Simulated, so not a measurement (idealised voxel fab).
Process module in this document: voxel tone inversion
Square cell edge 5 nm, section width 265 nm, ID cut.
Just so we're on the same page, the cross-sections are grids of square cells, and they're listed out in bands top to bottom, each band one or more rows deep.
It is stipulated that each band's entry specify, in nanometres, the height of the top of the band and then that of its bottom, followed by the materials of the band in left-to-right sequence, each together with its width in nanometres. A single material marked by the word "all across" is understood to fill the band from edge to edge; the word "air" is understood to denote empty space.
Heads up on the height convention: 0 is the point under which the incoming wafer is all one material, and the lowest band has no bottom, it just keeps going down, like "0 -> down".
A width such as "30 to 40" changes by the same amount from each row of cells to the next, from the band's top row to its bottom row.
"no change occurred", as given for a step, is the statement that not any cell of the cross-section underwent a change during that step.
"Fully enclosed voids" specifies each empty space that is not open to the top and that occupies no fewer than 8 cells, using the form width x height at distance, the distance measured from the left edge and all three quantities in nm.
What comes after the settings on a step's line is commentary from the simulator itself on that step.
For masked steps, "overlay nm" on the step line gives how far right of plan the mask actually lay; a minus sign means it lay to the left.
# Process steps - plan
1) RECEIVE, material Si
2) CONFORMAL_DEP, material SiCN, thk nm 5
3) DIRECTIONAL_DEP, material aC, thk nm 20
4) PATTERN, tone cover, mask id POSTS, material resist, width nm 15, pitch nm 35, thk nm 25, overlay nm 0
5) DIRECTIONAL_ETCH, etch materials aC, depth nm 20
6) STRIP, etch materials resist
7) FILL_DEP, material SiO2, thk nm 5
8) CMP, height nm 25
9) STRIP, etch materials aC
# Shown in cross-section is the wafer as received, that is, as it stands after step 1
  0 -> down: Si all across
  Fully enclosed voids: none
# First of two wafers at the end of the module, shown in cross-section; run carried out as planned
  25 -> 5: SiO2 105 | air 15 | SiO2 20 | air 15 | SiO2 110
  5 -> 0: SiCN all across
  0 -> down: Si all across
  Fully enclosed voids: none
# What the second wafer looks like in cross-section once the module is done. Its start and its plan matched the first wafer's exactly; what differed was one mistake in how it was run
  25 -> 15: SiO2 105 | air 15 | SiO2 20 | air 15 | SiO2 110
  15 -> 0: SiCN all across
  0 -> down: Si all across
  Fully enclosed voids: none
Run error: heads up, step 2 didn't go per plan, it actually ran as CONFORMAL_DEP, material SiCN, thk nm 15
Final tally in cells, some materials are higher or lower on the second wafer than on the first: SiCN +106, SiO2 -94
